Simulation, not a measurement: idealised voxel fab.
process module | voxel tone inversion
cross-section cut | 180 nm wide | cells 5 nm
A cross-section is a grid of square cells, given in bands from the top down. A band is one or more rows of cells.
Each band's line starts with the height of the band's top and of its bottom, in nm. Then come its materials from left to right, each with its width in nm. One material with "throughout" fills the band from edge to edge. "air" is empty space.
Height 0 is the level under which the wafer as received is all one material. The lowest band goes on downwards, as in "0 down".
A width such as "30 to 40" changes by the same amount from each row of cells to the next, from the band's top row to its bottom row.
"no change" after a step means that no cell of the cross-section changed.
closed voids: empty space of 8 cells or more with no open way to the top, each as width x height at its distance from the left edge, in nm
after a step's settings: what the simulator itself notes on the step
overlay nm, on a step with a mask: how far to the right of its planned place the mask lay; to the left if negative
plan
1 op RECEIVE | material Si
2 op CONFORMAL_DEP | material SiCN | thk nm 5
3 op DIRECTIONAL_DEP | material aC | thk nm 15
4 op PATTERN | tone cover | mask id POSTS | material resist | width nm 15 | pitch nm 35 | thk nm 20 | overlay nm 0
5 op DIRECTIONAL_ETCH | etch materials aC | depth nm 15
6 op STRIP | etch materials resist
7 op FILL_DEP | material SiO2 | thk nm 10
8 op CMP | height nm 20
9 op STRIP | etch materials aC
10 op CONFORMAL_DEP | material TiN | thk nm 5
11 op FILL_DEP | material Ru | thk nm 5
12 op CMP | height nm 20
13 op CONFORMAL_DEP | material SiCN | thk nm 5
as received, after step 1
  0 down: Si throughout
  closed voids: none
first wafer at the end, as planned
  25 to 20: SiCN throughout
  20 to 10: SiO2 45 | TiN 5 | Ru 5 | TiN 5 | SiO2 20 | TiN 5 | Ru 5 | TiN 5 | SiO2 20 | TiN 5 | Ru 5 | TiN 5 | SiO2 50
  10 to 5: SiO2 45 | TiN 15 | SiO2 20 | TiN 15 | SiO2 20 | TiN 15 | SiO2 50
  5 to 0: SiCN throughout
  0 down: Si throughout
  closed voids: none
second wafer at the end: like start, like plan, one mistake
  25 to 15: SiCN throughout
  15 to 0: aC throughout
  0 down: Si throughout
  closed voids: none
what went wrong: steps 2 and 3 were swapped
at the end the second wafer has, in cells: 6 fewer of Ru | 81 fewer of SiO2 | 21 fewer of TiN | 108 more of aC
